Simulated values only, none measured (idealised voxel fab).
process module | voxel transistor to metal
cross-section cut | 215 nm wide | cells 5 nm
A cross-section is a grid of square cells, given in bands from the top down. A band is one or more rows of cells.
Each band's line starts with the height of the band's top and of its bottom, in nm. Then come its materials from left to right, each with its width in nm. One material with "throughout" fills the band from edge to edge. "air" is empty space.
Height 0 is the level under which the wafer as received is all one material. The lowest band goes on downwards, as in "0 down".
A width such as "30 to 40" changes by the same amount from each row of cells to the next, from the band's top row to its bottom row.
"no change" after a step means that no cell of the cross-section changed.
closed voids: empty space of 8 cells or more with no open way to the top, each as width x height at its distance from the left edge, in nm
after a step's settings: what the simulator itself notes on the step
overlay nm, on a step with a mask: how far to the right of its planned place the mask lay; to the left if negative
Each pair below shows a cross-section before one step and the cross-section after it, down to the lowest band that changed. The line under each pair gives the step between them, with its settings. The pairs can come from different runs of this module on the same starting wafer, so a pair continues from the pair above only where its "before" says so.
before
  0 down: Si throughout
  closed voids: none
after
  5 to 0: SiO2 throughout
  below 0: unchanged
  closed voids: none
the step between: op CONFORMAL_DEP | material SiO2 | thk nm 5
before: the cross-section after the pair above
after
  15 to 5: SiN throughout
  below 5: unchanged
  closed voids: none
the step between: op CONFORMAL_DEP | material SiN | thk nm 10
before: the cross-section after the pair above
after
  30 to 15: air 50 | resist 110 | air 55
  below 15: unchanged
  closed voids: none
the step between: op PATTERN | tone cover | mask id ACTIVE | material resist | width nm 110 | thk nm 15 | overlay nm 0
before: the cross-section after the pair above
after
  30 to 15: air 50 | resist 110 | air 55
  15 to 5: air 50 | SiN 110 | air 55
  below 5: unchanged
  closed voids: none
the step between: op DIRECTIONAL_ETCH | etch materials SiN | depth nm 10
before: the cross-section after the pair above
after
  30 to 15: air 50 | resist 110 | air 55
  15 to 5: air 50 | SiN 110 | air 55
  5 to 0: air 50 | SiO2 110 | air 55
  below 0: unchanged
  closed voids: none
the step between: op DIRECTIONAL_ETCH | etch materials SiO2 | depth nm 5
before: the cross-section after the pair above
after
  30 to 15: air 50 | resist 110 | air 55
  15 to 5: air 50 | SiN 110 | air 55
  5 to 0: air 50 | SiO2 110 | air 55
  0 to -20: air 50 | Si 110 | air 55
  below -20: unchanged
  closed voids: none
the step between: op DIRECTIONAL_ETCH | etch materials Si | depth nm 20
before: the cross-section after the pair above
after
  15 to 5: air 50 | SiN 110 | air 55
  below 5: unchanged
  closed voids: none
the step between: op STRIP | etch materials resist
before: the cross-section after the pair above
after
  15 to 5: air 50 | SiN 110 | air 55
  5 to 0: air 50 | SiO2 110 | air 55
  0 to -20: air 50 | SiO2 5 | Si 100 | SiO2 5 | air 55
  -20 to -25: SiO2 55 | Si 100 | SiO2 60
  below -25: unchanged
  closed voids: none
the step between: op OXIDIZE | depth nm 5
before: the cross-section after the pair above
after
  30 to 15: SiO2 throughout
  15 to 5: SiO2 50 | SiN 110 | SiO2 55
  5 to 0: SiO2 throughout
  0 to -25: SiO2 55 | Si 100 | SiO2 60
  below -25: unchanged
  closed voids: none
the step between: op FILL_DEP | material SiO2 | thk nm 15
before: the cross-section after the pair above
after
  15 to 5: SiO2 50 | SiN 110 | SiO2 55
  below 5: unchanged
  closed voids: none
the step between: op CMP | height nm 15
before: the cross-section after the pair above
after
  15 to 10: air 50 | SiN 110 | air 55
  below 10: unchanged
  closed voids: none
the step between: op SELECTIVE_ETCH | etch materials SiO2 | depth nm 5
before: the cross-section after the pair above
after
  10 to 5: SiO2 50 | air 110 | SiO2 55
  below 5: unchanged
  closed voids: none
the step between: op STRIP | etch materials SiN
before: the cross-section after the pair above
after
  5 to 0: SiO2 45 | air 120 | SiO2 50
  below 0: unchanged
  closed voids: none
the step between: op SELECTIVE_ETCH | etch materials SiO2 | depth nm 5
before: the cross-section after the pair above
after
  5 to 0: SiO2 45 | air 120 | SiO2 50
  0 to -5: SiO2 throughout
  below -5: unchanged
  closed voids: none
the step between: op OXIDIZE | depth nm 5
before: the cross-section after the pair above
after
  35 to 30: polySi 45 | air 120 | polySi 50
  30 to 5: polySi throughout
  5 to 0: SiO2 45 | polySi 120 | SiO2 50
  below 0: unchanged
  closed voids: none
the step between: op DIRECTIONAL_DEP | material polySi | thk nm 30
before: the cross-section after the pair above
after
  45 to 40: SiCN 45 | air 120 | SiCN 50
  40 to 35: SiCN throughout
  35 to 30: polySi 45 | SiCN 120 | polySi 50
  below 30: unchanged
  closed voids: none
the step between: op DIRECTIONAL_DEP | material SiCN | thk nm 10
before: the cross-section after the pair above
after
  60 to 45: air 95 | resist 20 | air 100
  45 to 40: SiCN 45 | air 50 | resist 20 | air 50 | SiCN 50
  below 40: unchanged
  closed voids: none
the step between: op PATTERN | tone cover | mask id GATE | material resist | width nm 20 | thk nm 15 | overlay nm 0
before: the cross-section after the pair above
after
  60 to 40: air 95 | resist 20 | air 100
  40 to 35: air 95 | SiCN 20 | air 100
  35 to 30: polySi 45 | air 50 | SiCN 20 | air 50 | polySi 50
  below 30: unchanged
  closed voids: none
the step between: op DIRECTIONAL_ETCH | etch materials SiCN | depth nm 20
before: the cross-section after the pair above
after
  60 to 40: air 95 | resist 20 | air 100
  40 to 30: air 95 | SiCN 20 | air 100
  30 to 5: air 95 | polySi 20 | air 100
  5 to 0: SiO2 45 | air 50 | polySi 20 | air 50 | SiO2 50
  below 0: unchanged
  closed voids: none
the step between: op DIRECTIONAL_ETCH | etch materials polySi | depth nm 40
before: the cross-section after the pair above
after
  40 to 30: air 95 | SiCN 20 | air 100
  below 30: unchanged
  closed voids: none
the step between: op STRIP | etch materials resist
before: the cross-section after the pair above
after
  50 to 40: air 85 | SiN 40 | air 90
  40 to 30: air 85 | SiN 10 | SiCN 20 | SiN 10 | air 90
  30 to 15: air 85 | SiN 10 | polySi 20 | SiN 10 | air 90
  15 to 10: SiN 55 | air 30 | SiN 10 | polySi 20 | SiN 10 | air 30 | SiN 60
  10 to 5: SiN 95 | polySi 20 | SiN 100
  5 to 0: SiO2 45 | SiN 50 | polySi 20 | SiN 50 | SiO2 50
  below 0: unchanged
  closed voids: none
the step between: op CONFORMAL_DEP | material SiN | thk nm 10
before: the cross-section after the pair above
after
  40 to 30: air 85 | SiN 10 | SiCN 20 | SiN 10 | air 90
  30 to 5: air 85 | SiN 10 | polySi 20 | SiN 10 | air 90
  5 to 0: SiO2 45 | SiN 10 | air 30 | SiN 10 | polySi 20 | SiN 10 | air 30 | SiN 10 | SiO2 50
  below 0: unchanged
  closed voids: none
the step between: op DIRECTIONAL_ETCH | etch materials SiN | depth nm 10
before: the cross-section after the pair above
after
  40 to 30: air 85 | SiN 10 | SiCN 20 | SiN 10 | air 90
  30 to 5: air 85 | SiN 10 | polySi 20 | SiN 10 | air 90
  5 to 0: air 45 | SiN 10 | air 30 | SiN 10 | polySi 20 | SiN 10 | air 30 | SiN 10 | air 50
  0 to -5: SiO2 55 | air 30 | SiO2 40 | air 30 | SiO2 60
  below -5: unchanged
  closed voids: none
the step between: op DIRECTIONAL_ETCH | etch materials SiO2 | depth nm 5
before: the cross-section after the pair above
after
  40 to 30: air 85 | SiN 10 | SiCN 20 | SiN 10 | air 90
  30 to 5: air 85 | SiN 10 | polySi 20 | SiN 10 | air 90
  5 to 0: air 45 | SiN 10 | air 30 | SiN 10 | polySi 20 | SiN 10 | air 30 | SiN 10 | air 50
  0 to -5: SiO2 55 | air 30 | SiO2 40 | air 30 | SiO2 60
  -5 to -15: SiO2 55 | air 30 | Si 40 | air 30 | SiO2 60
  below -15: unchanged
  closed voids: none
the step between: op DIRECTIONAL_ETCH | etch materials Si | depth nm 10
before: the cross-section after the pair above
after
  40 to 30: air 85 | SiN 10 | SiCN 20 | SiN 10 | air 90
  30 to 5: air 85 | SiN 10 | polySi 20 | SiN 10 | air 90
  5 to 0: air 45 | SiN 10 | air 20 | pSi 10 | SiN 10 | polySi 20 | SiN 10 | pSi 10 | air 20 | SiN 10 | air 50
  0 to -5: SiO2 55 | air 20 | pSi 10 | SiO2 40 | pSi 10 | air 20 | SiO2 60
  -5 to -15: SiO2 55 | pSi 30 | Si 40 | pSi 30 | SiO2 60
  below -15: unchanged
  closed voids: none
the step between: op EPI | material pSi | thk nm 10
before: the cross-section after the pair above
after
  45 to 40: SiO2 throughout
  40 to 30: SiO2 85 | SiN 10 | SiCN 20 | SiN 10 | SiO2 90
  30 to 5: SiO2 85 | SiN 10 | polySi 20 | SiN 10 | SiO2 90
  5 to 0: SiO2 45 | SiN 10 | SiO2 20 | pSi 10 | SiN 10 | polySi 20 | SiN 10 | pSi 10 | SiO2 20 | SiN 10 | SiO2 50
  0 to -5: SiO2 75 | pSi 10 | SiO2 40 | pSi 10 | SiO2 80
  below -5: unchanged
  closed voids: none
the step between: op FILL_DEP | material SiO2 | thk nm 5
before: the cross-section after the pair above
after
  40 to 30: SiO2 85 | SiN 10 | SiCN 20 | SiN 10 | SiO2 90
  below 30: unchanged
  closed voids: none
the step between: op CMP | height nm 40
before: the cross-section after the pair above
after
  50 to 40: SiO2 throughout
  below 40: unchanged
  closed voids: none
the step between: op DIRECTIONAL_DEP | material SiO2 | thk nm 10
before: the cross-section after the pair above
after
  70 to 50: resist 55 | air 20 | resist 60 | air 20 | resist 60
  below 50: unchanged
  closed voids: none
the step between: op PATTERN | tone open | mask id CONTACT | material resist | width nm 20 | pitch nm 80 | thk nm 20 | overlay nm 0
before: the cross-section after the pair above
after
  70 to 50: resist 55 | air 20 | resist 60 | air 20 | resist 60
  50 to 40: SiO2 55 | air 20 | SiO2 60 | air 20 | SiO2 60
  40 to 30: SiO2 55 | air 20 | SiO2 10 | SiN 10 | SiCN 20 | SiN 10 | SiO2 10 | air 20 | SiO2 60
  30 to 5: SiO2 55 | air 20 | SiO2 10 | SiN 10 | polySi 20 | SiN 10 | SiO2 10 | air 20 | SiO2 60
  5 to 0: SiO2 45 | SiN 10 | air 20 | pSi 10 | SiN 10 | polySi 20 | SiN 10 | pSi 10 | air 20 | SiN 10 | SiO2 50
  0 to -5: SiO2 55 | air 20 | pSi 10 | SiO2 40 | pSi 10 | air 20 | SiO2 60
  below -5: unchanged
  closed voids: none
the step between: op DIRECTIONAL_ETCH | etch materials SiO2 | depth nm 55
before: the cross-section after the pair above
after
  50 to 40: SiO2 55 | air 20 | SiO2 60 | air 20 | SiO2 60
  below 40: unchanged
  closed voids: none
the step between: op STRIP | etch materials resist
before: the cross-section after the pair above
after
  55 to 50: TiN 60 | air 10 | TiN 70 | air 10 | TiN 65
  50 to 40: SiO2 55 | TiN 5 | air 10 | TiN 5 | SiO2 60 | TiN 5 | air 10 | TiN 5 | SiO2 60
  40 to 30: SiO2 55 | TiN 5 | air 10 | TiN 5 | SiO2 10 | SiN 10 | SiCN 20 | SiN 10 | SiO2 10 | TiN 5 | air 10 | TiN 5 | SiO2 60
  30 to 5: SiO2 55 | TiN 5 | air 10 | TiN 5 | SiO2 10 | SiN 10 | polySi 20 | SiN 10 | SiO2 10 | TiN 5 | air 10 | TiN 5 | SiO2 60
  5 to 0: SiO2 45 | SiN 10 | TiN 5 | air 10 | TiN 5 | pSi 10 | SiN 10 | polySi 20 | SiN 10 | pSi 10 | TiN 5 | air 10 | TiN 5 | SiN 10 | SiO2 50
  0 to -5: SiO2 55 | TiN 20 | pSi 10 | SiO2 40 | pSi 10 | TiN 20 | SiO2 60
  below -5: unchanged
  closed voids: none
the step between: op CONFORMAL_DEP | material TiN | thk nm 5
before: the cross-section after the pair above
after
  60 to 55: Ru throughout
  55 to 50: TiN 60 | Ru 10 | TiN 70 | Ru 10 | TiN 65
  50 to 40: SiO2 55 | TiN 5 | Ru 10 | TiN 5 | SiO2 60 | TiN 5 | Ru 10 | TiN 5 | SiO2 60
  40 to 30: SiO2 55 | TiN 5 | Ru 10 | TiN 5 | SiO2 10 | SiN 10 | SiCN 20 | SiN 10 | SiO2 10 | TiN 5 | Ru 10 | TiN 5 | SiO2 60
  30 to 5: SiO2 55 | TiN 5 | Ru 10 | TiN 5 | SiO2 10 | SiN 10 | polySi 20 | SiN 10 | SiO2 10 | TiN 5 | Ru 10 | TiN 5 | SiO2 60
  5 to 0: SiO2 45 | SiN 10 | TiN 5 | Ru 10 | TiN 5 | pSi 10 | SiN 10 | polySi 20 | SiN 10 | pSi 10 | TiN 5 | Ru 10 | TiN 5 | SiN 10 | SiO2 50
  below 0: unchanged
  closed voids: none
the step between: op FILL_DEP | material Ru | thk nm 5
before: the cross-section after the pair above
after
  50 to 40: SiO2 55 | TiN 5 | Ru 10 | TiN 5 | SiO2 60 | TiN 5 | Ru 10 | TiN 5 | SiO2 60
  below 40: unchanged
  closed voids: none
the step between: op CMP | height nm 50
before: the cross-section after the pair above
after
  55 to 50: SiCN throughout
  below 50: unchanged
  closed voids: none
the step between: op CONFORMAL_DEP | material SiCN | thk nm 5
before: the cross-section after the pair above
after
  75 to 55: lowk throughout
  below 55: unchanged
  closed voids: none
the step between: op DIRECTIONAL_DEP | material lowk | thk nm 20
before: the cross-section after the pair above
after
  90 to 75: resist 55 | air 20 | resist 60 | air 20 | resist 60
  below 75: unchanged
  closed voids: none
the step between: op PATTERN | tone open | mask id METAL_1 | material resist | width nm 20 | pitch nm 80 | thk nm 15 | overlay nm 0
before: the cross-section after the pair above
after
  90 to 75: resist 55 | air 20 | resist 60 | air 20 | resist 60
  75 to 55: lowk 55 | air 20 | lowk 60 | air 20 | lowk 60
  below 55: unchanged
  closed voids: none
the step between: op DIRECTIONAL_ETCH | etch materials lowk | depth nm 20
before: the cross-section after the pair above
after
  90 to 75: resist 55 | air 20 | resist 60 | air 20 | resist 60
  75 to 55: lowk 55 | air 20 | lowk 60 | air 20 | lowk 60
  55 to 50: SiCN 55 | air 20 | SiCN 60 | air 20 | SiCN 60
  below 50: unchanged
  closed voids: none
the step between: op DIRECTIONAL_ETCH | etch materials SiCN | depth nm 5
before: the cross-section after the pair above
after
  75 to 55: lowk 55 | air 20 | lowk 60 | air 20 | lowk 60
  below 55: unchanged
  closed voids: none
the step between: op STRIP | etch materials resist
before: the cross-section after the pair above
after
  80 to 75: TiN 60 | air 10 | TiN 70 | air 10 | TiN 65
  75 to 55: lowk 55 | TiN 5 | air 10 | TiN 5 | lowk 60 | TiN 5 | air 10 | TiN 5 | lowk 60
  55 to 50: SiCN 55 | TiN 20 | SiCN 60 | TiN 20 | SiCN 60
  below 50: unchanged
  closed voids: none
the step between: op CONFORMAL_DEP | material TiN | thk nm 5
before: the cross-section after the pair above
after
  90 to 80: Cu throughout
  80 to 75: TiN 60 | Cu 10 | TiN 70 | Cu 10 | TiN 65
  75 to 55: lowk 55 | TiN 5 | Cu 10 | TiN 5 | lowk 60 | TiN 5 | Cu 10 | TiN 5 | lowk 60
  below 55: unchanged
  closed voids: none
the step between: op FILL_DEP | material Cu | thk nm 10
before: the cross-section after the pair above
after
  75 to 55: lowk 55 | TiN 5 | Cu 10 | TiN 5 | lowk 60 | TiN 5 | Cu 10 | TiN 5 | lowk 60
  below 55: unchanged
  closed voids: none
the step between: op CMP | height nm 75
before: the cross-section after the pair above
after
  80 to 75: SiCN throughout
  below 75: unchanged
  closed voids: none
the step between: op CONFORMAL_DEP | material SiCN | thk nm 5
before: the cross-section after the pair above
after
  115 to 80: SiO2 throughout
  below 80: unchanged
  closed voids: none
the step between: op DIRECTIONAL_DEP | material SiO2 | thk nm 35
before: the cross-section after the pair above
after
  130 to 115: aC throughout
  below 115: unchanged
  closed voids: none
the step between: op DIRECTIONAL_DEP | material aC | thk nm 15
before: the cross-section after the pair above
after
  165 to 130: resist 55 | air 15 | resist 65 | air 15 | resist 65
  below 130: unchanged
  closed voids: none
the step between: op PATTERN | tone open | mask id METAL_2_HOLES | material resist | width nm 15 | pitch nm 80 | thk nm 35 | overlay nm 0
before: the cross-section after the pair above
after
  150 to 130: resist 55 | air 15 | resist 65 | air 15 | resist 65
  130 to 115: aC 55 | air 15 | aC 65 | air 15 | aC 65
  below 115: unchanged
  closed voids: none
the step between: op DIRECTIONAL_ETCH | etch materials aC | depth nm 15
before: the cross-section after the pair above
after
  130 to 115: aC 55 | air 15 | aC 65 | air 15 | aC 65
  below 115: unchanged
  closed voids: none
the step between: op STRIP | etch materials resist
before: the cross-section after the pair above
after
  130 to 115: aC 55 | air 15 | aC 65 | air 15 | aC 65
  115 to 80: SiO2 55 | air 15 | SiO2 65 | air 15 | SiO2 65
  below 80: unchanged
  closed voids: none
the step between: op DIRECTIONAL_ETCH | etch materials SiO2 | depth nm 35
before: the cross-section after the pair above
after
  115 to 80: SiO2 55 | air 15 | SiO2 65 | air 15 | SiO2 65
  below 80: unchanged
  closed voids: none
the step between: op STRIP | etch materials aC
before: the cross-section after the pair above
after
  115 to 95: SiO2 55 | air 20 | SiO2 60 | air 20 | SiO2 60
  below 95: unchanged
  closed voids: none
the step between: op MASKED_ETCH | tone open | mask id METAL_2 | width nm 20 | pitch nm 80 | etch materials SiO2 | depth nm 20 | overlay nm 0
before: the cross-section after the pair above
after
  115 to 95: SiO2 55 | air 20 | SiO2 60 | air 20 | SiO2 60
  95 to 80: SiO2 55 | air 15 | SiO2 65 | air 15 | SiO2 65
  80 to 75: SiCN 55 | air 15 | SiCN 65 | air 15 | SiCN 65
  below 75: unchanged
  closed voids: none
the step between: op MASKED_ETCH | tone open | mask id METAL_2 | width nm 20 | pitch nm 80 | etch materials SiCN | depth nm 5 | overlay nm 0
before: the cross-section after the pair above
after
  120 to 115: TiN 60 | air 10 | TiN 70 | air 10 | TiN 65
  115 to 100: SiO2 55 | TiN 5 | air 10 | TiN 5 | SiO2 60 | TiN 5 | air 10 | TiN 5 | SiO2 60
  100 to 95: SiO2 55 | TiN 5 | air 5 | TiN 10 | SiO2 60 | TiN 5 | air 5 | TiN 10 | SiO2 60
  95 to 80: SiO2 55 | TiN 5 | air 5 | TiN 5 | SiO2 65 | TiN 5 | air 5 | TiN 5 | SiO2 65
  80 to 75: SiCN 55 | TiN 15 | SiCN 65 | TiN 15 | SiCN 65
  below 75: unchanged
  closed voids: none
the step between: op CONFORMAL_DEP | material TiN | thk nm 5
before: the cross-section after the pair above
after
  125 to 120: Ru throughout
  120 to 115: TiN 60 | Ru 10 | TiN 70 | Ru 10 | TiN 65
  115 to 100: SiO2 55 | TiN 5 | Ru 10 | TiN 5 | SiO2 60 | TiN 5 | Ru 10 | TiN 5 | SiO2 60
  100 to 95: SiO2 55 | TiN 5 | Ru 5 | TiN 10 | SiO2 60 | TiN 5 | Ru 5 | TiN 10 | SiO2 60
  95 to 80: SiO2 55 | TiN 5 | Ru 5 | TiN 5 | SiO2 65 | TiN 5 | Ru 5 | TiN 5 | SiO2 65
  below 80: unchanged
  closed voids: none
the step between: op FILL_DEP | material Ru | thk nm 5
before: the cross-section after the pair above
after
  115 to 100: SiO2 55 | TiN 5 | Ru 10 | TiN 5 | SiO2 60 | TiN 5 | Ru 10 | TiN 5 | SiO2 60
  below 100: unchanged
  closed voids: none
the step between: op CMP | height nm 115
before: the cross-section after the pair above
after
  120 to 115: SiCN throughout
  below 115: unchanged
  closed voids: none
the step between: op CONFORMAL_DEP | material SiCN | thk nm 5
before
  90 to 80: Cu throughout
  80 to 75: TiN 60 | Cu 10 | TiN 70 | Cu 10 | TiN 65
  75 to 55: lowk 55 | TiN 5 | Cu 10 | TiN 5 | lowk 60 | TiN 5 | Cu 10 | TiN 5 | lowk 60
  55 to 50: SiCN 55 | TiN 20 | SiCN 60 | TiN 20 | SiCN 60
  50 to 40: SiO2 55 | TiN 5 | Ru 10 | TiN 5 | SiO2 60 | TiN 5 | Ru 10 | TiN 5 | SiO2 60
  40 to 30: SiO2 55 | TiN 5 | Ru 10 | TiN 5 | SiO2 10 | SiN 10 | SiCN 20 | SiN 10 | SiO2 10 | TiN 5 | Ru 10 | TiN 5 | SiO2 60
  30 to 5: SiO2 55 | TiN 5 | Ru 10 | TiN 5 | SiO2 10 | SiN 10 | polySi 20 | SiN 10 | SiO2 10 | TiN 5 | Ru 10 | TiN 5 | SiO2 60
  5 to 0: SiO2 45 | SiN 10 | TiN 5 | Ru 10 | TiN 5 | pSi 10 | SiN 10 | polySi 20 | SiN 10 | pSi 10 | TiN 5 | Ru 10 | TiN 5 | SiN 10 | SiO2 50
  0 to -5: SiO2 55 | TiN 20 | pSi 10 | SiO2 40 | pSi 10 | TiN 20 | SiO2 60
  -5 to -15: SiO2 55 | pSi 30 | Si 40 | pSi 30 | SiO2 60
  -15 to -25: SiO2 55 | Si 100 | SiO2 60
  -25 down: Si throughout
  closed voids: none
after
  95 to 90: SiCN throughout
  below 90: unchanged
  closed voids: none
the step between: op CONFORMAL_DEP | material SiCN | thk nm 5
before: the cross-section after the pair above
after
  130 to 95: SiO2 throughout
  below 95: unchanged
  closed voids: none
the step between: op DIRECTIONAL_DEP | material SiO2 | thk nm 35
before: the cross-section after the pair above
after
  145 to 130: aC throughout
  below 130: unchanged
  closed voids: none
the step between: op DIRECTIONAL_DEP | material aC | thk nm 15
before: the cross-section after the pair above
after
  180 to 145: resist 55 | air 15 | resist 65 | air 15 | resist 65
  below 145: unchanged
  closed voids: none
the step between: op PATTERN | tone open | mask id METAL_2_HOLES | material resist | width nm 15 | pitch nm 80 | thk nm 35 | overlay nm 0
before: the cross-section after the pair above
after
  165 to 145: resist 55 | air 15 | resist 65 | air 15 | resist 65
  145 to 130: aC 55 | air 15 | aC 65 | air 15 | aC 65
  below 130: unchanged
  closed voids: none
the step between: op DIRECTIONAL_ETCH | etch materials aC | depth nm 15
before: the cross-section after the pair above
after
  145 to 130: aC 55 | air 15 | aC 65 | air 15 | aC 65
  below 130: unchanged
  closed voids: none
the step between: op STRIP | etch materials resist
before: the cross-section after the pair above
after
  145 to 130: aC 55 | air 15 | aC 65 | air 15 | aC 65
  130 to 95: SiO2 55 | air 15 | SiO2 65 | air 15 | SiO2 65
  below 95: unchanged
  closed voids: none
the step between: op DIRECTIONAL_ETCH | etch materials SiO2 | depth nm 35
before: the cross-section after the pair above
after
  130 to 95: SiO2 55 | air 15 | SiO2 65 | air 15 | SiO2 65
  below 95: unchanged
  closed voids: none
the step between: op STRIP | etch materials aC
before: the cross-section after the pair above
after
  130 to 110: SiO2 55 | air 20 | SiO2 60 | air 20 | SiO2 60
  below 110: unchanged
  closed voids: none
the step between: op MASKED_ETCH | tone open | mask id METAL_2 | width nm 20 | pitch nm 80 | etch materials SiO2 | depth nm 20 | overlay nm 0
before: the cross-section after the pair above
after
  130 to 110: SiO2 55 | air 20 | SiO2 60 | air 20 | SiO2 60
  110 to 95: SiO2 55 | air 15 | SiO2 65 | air 15 | SiO2 65
  95 to 90: SiCN 55 | air 15 | SiCN 65 | air 15 | SiCN 65
  below 90: unchanged
  closed voids: none
the step between: op MASKED_ETCH | tone open | mask id METAL_2 | width nm 20 | pitch nm 80 | etch materials SiCN | depth nm 5 | overlay nm 0
before: the cross-section after the pair above
after
  135 to 130: TiN 60 | air 10 | TiN 70 | air 10 | TiN 65
  130 to 115: SiO2 55 | TiN 5 | air 10 | TiN 5 | SiO2 60 | TiN 5 | air 10 | TiN 5 | SiO2 60
  115 to 110: SiO2 55 | TiN 5 | air 5 | TiN 10 | SiO2 60 | TiN 5 | air 5 | TiN 10 | SiO2 60
  110 to 95: SiO2 55 | TiN 5 | air 5 | TiN 5 | SiO2 65 | TiN 5 | air 5 | TiN 5 | SiO2 65
  95 to 90: SiCN 55 | TiN 15 | SiCN 65 | TiN 15 | SiCN 65
  below 90: unchanged
  closed voids: none
the step between: op CONFORMAL_DEP | material TiN | thk nm 5
before: the cross-section after the pair above
after
  140 to 135: Ru throughout
  135 to 130: TiN 60 | Ru 10 | TiN 70 | Ru 10 | TiN 65
  130 to 115: SiO2 55 | TiN 5 | Ru 10 | TiN 5 | SiO2 60 | TiN 5 | Ru 10 | TiN 5 | SiO2 60
  115 to 110: SiO2 55 | TiN 5 | Ru 5 | TiN 10 | SiO2 60 | TiN 5 | Ru 5 | TiN 10 | SiO2 60
  110 to 95: SiO2 55 | TiN 5 | Ru 5 | TiN 5 | SiO2 65 | TiN 5 | Ru 5 | TiN 5 | SiO2 65
  below 95: unchanged
  closed voids: none
the step between: op FILL_DEP | material Ru | thk nm 5
before: the cross-section after the pair above
after
  115 to 110: SiO2 55 | TiN 5 | Ru 5 | TiN 10 | SiO2 60 | TiN 5 | Ru 5 | TiN 10 | SiO2 60
  below 110: unchanged
  closed voids: none
the step between: op CMP | height nm 115
before: the cross-section after the pair above
after
  120 to 115: SiCN throughout
  below 115: unchanged
  closed voids: none
the step between: op CONFORMAL_DEP | material SiCN | thk nm 5
before
  30 to 15: air 50 | resist 110 | air 55
  15 to 5: air 50 | SiN 110 | air 55
  5 to 0: air 50 | SiO2 110 | air 55
  0 to -20: air 50 | Si 110 | air 55
  -20 down: Si throughout
  closed voids: none
after
  30 to 15: air 50 | resist 110 | air 55
  15 to 5: air 50 | SiN 110 | air 55
  5 to 0: air 50 | SiO2 110 | air 55
  0 to -40: air 50 | Si 110 | air 55
  below -40: unchanged
  closed voids: none
the step between: op DIRECTIONAL_ETCH | etch materials Si | depth nm 20
before: the cross-section after the pair above
after
  15 to 5: air 50 | SiN 110 | air 55
  below 5: unchanged
  closed voids: none
the step between: op STRIP | etch materials resist
before: the cross-section after the pair above
after
  15 to 5: air 50 | SiN 110 | air 55
  5 to 0: air 50 | SiO2 110 | air 55
  0 to -40: air 50 | SiO2 5 | Si 100 | SiO2 5 | air 55
  -40 to -45: SiO2 55 | Si 100 | SiO2 60
  below -45: unchanged
  closed voids: none
the step between: op OXIDIZE | depth nm 5
before: the cross-section after the pair above
after
  30 to 15: SiO2 throughout
  15 to 5: SiO2 50 | SiN 110 | SiO2 55
  5 to 0: SiO2 throughout
  0 to -45: SiO2 55 | Si 100 | SiO2 60
  below -45: unchanged
  closed voids: none
the step between: op FILL_DEP | material SiO2 | thk nm 15
before: the cross-section after the pair above
after
  15 to 5: SiO2 50 | SiN 110 | SiO2 55
  below 5: unchanged
  closed voids: none
the step between: op CMP | height nm 15
before: the cross-section after the pair above
after
  15 to 10: air 50 | SiN 110 | air 55
  below 10: unchanged
  closed voids: none
the step between: op SELECTIVE_ETCH | etch materials SiO2 | depth nm 5
before: the cross-section after the pair above
after
  10 to 5: SiO2 50 | air 110 | SiO2 55
  below 5: unchanged
  closed voids: none
the step between: op STRIP | etch materials SiN
before: the cross-section after the pair above
after
  5 to 0: SiO2 45 | air 120 | SiO2 50
  below 0: unchanged
  closed voids: none
the step between: op SELECTIVE_ETCH | etch materials SiO2 | depth nm 5
before: the cross-section after the pair above
after
  5 to 0: SiO2 45 | air 120 | SiO2 50
  0 to -5: SiO2 throughout
  below -5: unchanged
  closed voids: none
the step between: op OXIDIZE | depth nm 5
before: the cross-section after the pair above
after
  35 to 30: polySi 45 | air 120 | polySi 50
  30 to 5: polySi throughout
  5 to 0: SiO2 45 | polySi 120 | SiO2 50
  below 0: unchanged
  closed voids: none
the step between: op DIRECTIONAL_DEP | material polySi | thk nm 30
before: the cross-section after the pair above
after
  45 to 40: SiCN 45 | air 120 | SiCN 50
  40 to 35: SiCN throughout
  35 to 30: polySi 45 | SiCN 120 | polySi 50
  below 30: unchanged
  closed voids: none
the step between: op DIRECTIONAL_DEP | material SiCN | thk nm 10
before: the cross-section after the pair above
after
  60 to 45: air 95 | resist 20 | air 100
  45 to 40: SiCN 45 | air 50 | resist 20 | air 50 | SiCN 50
  below 40: unchanged
  closed voids: none
the step between: op PATTERN | tone cover | mask id GATE | material resist | width nm 20 | thk nm 15 | overlay nm 0
before: the cross-section after the pair above
after
  60 to 40: air 95 | resist 20 | air 100
  40 to 35: air 95 | SiCN 20 | air 100
  35 to 30: polySi 45 | air 50 | SiCN 20 | air 50 | polySi 50
  below 30: unchanged
  closed voids: none
the step between: op DIRECTIONAL_ETCH | etch materials SiCN | depth nm 20
before: the cross-section after the pair above
after
  60 to 40: air 95 | resist 20 | air 100
  40 to 30: air 95 | SiCN 20 | air 100
  30 to 5: air 95 | polySi 20 | air 100
  5 to 0: SiO2 45 | air 50 | polySi 20 | air 50 | SiO2 50
  below 0: unchanged
  closed voids: none
the step between: op DIRECTIONAL_ETCH | etch materials polySi | depth nm 40
before: the cross-section after the pair above
after
  40 to 30: air 95 | SiCN 20 | air 100
  below 30: unchanged
  closed voids: none
the step between: op STRIP | etch materials resist
before: the cross-section after the pair above
after
  50 to 40: air 85 | SiN 40 | air 90
  40 to 30: air 85 | SiN 10 | SiCN 20 | SiN 10 | air 90
  30 to 15: air 85 | SiN 10 | polySi 20 | SiN 10 | air 90
  15 to 10: SiN 55 | air 30 | SiN 10 | polySi 20 | SiN 10 | air 30 | SiN 60
  10 to 5: SiN 95 | polySi 20 | SiN 100
  5 to 0: SiO2 45 | SiN 50 | polySi 20 | SiN 50 | SiO2 50
  below 0: unchanged
  closed voids: none
the step between: op CONFORMAL_DEP | material SiN | thk nm 10
before: the cross-section after the pair above
after
  40 to 30: air 85 | SiN 10 | SiCN 20 | SiN 10 | air 90
  30 to 5: air 85 | SiN 10 | polySi 20 | SiN 10 | air 90
  5 to 0: SiO2 45 | SiN 10 | air 30 | SiN 10 | polySi 20 | SiN 10 | air 30 | SiN 10 | SiO2 50
  below 0: unchanged
  closed voids: none
the step between: op DIRECTIONAL_ETCH | etch materials SiN | depth nm 10
before: the cross-section after the pair above
after
  40 to 30: air 85 | SiN 10 | SiCN 20 | SiN 10 | air 90
  30 to 5: air 85 | SiN 10 | polySi 20 | SiN 10 | air 90
  5 to 0: air 45 | SiN 10 | air 30 | SiN 10 | polySi 20 | SiN 10 | air 30 | SiN 10 | air 50
  0 to -5: SiO2 55 | air 30 | SiO2 40 | air 30 | SiO2 60
  below -5: unchanged
  closed voids: none
the step between: op DIRECTIONAL_ETCH | etch materials SiO2 | depth nm 5
before: the cross-section after the pair above
after
  40 to 30: air 85 | SiN 10 | SiCN 20 | SiN 10 | air 90
  30 to 5: air 85 | SiN 10 | polySi 20 | SiN 10 | air 90
  5 to 0: air 45 | SiN 10 | air 30 | SiN 10 | polySi 20 | SiN 10 | air 30 | SiN 10 | air 50
  0 to -5: SiO2 55 | air 30 | SiO2 40 | air 30 | SiO2 60
  -5 to -15: SiO2 55 | air 30 | Si 40 | air 30 | SiO2 60
  below -15: unchanged
  closed voids: none
the step between: op DIRECTIONAL_ETCH | etch materials Si | depth nm 10
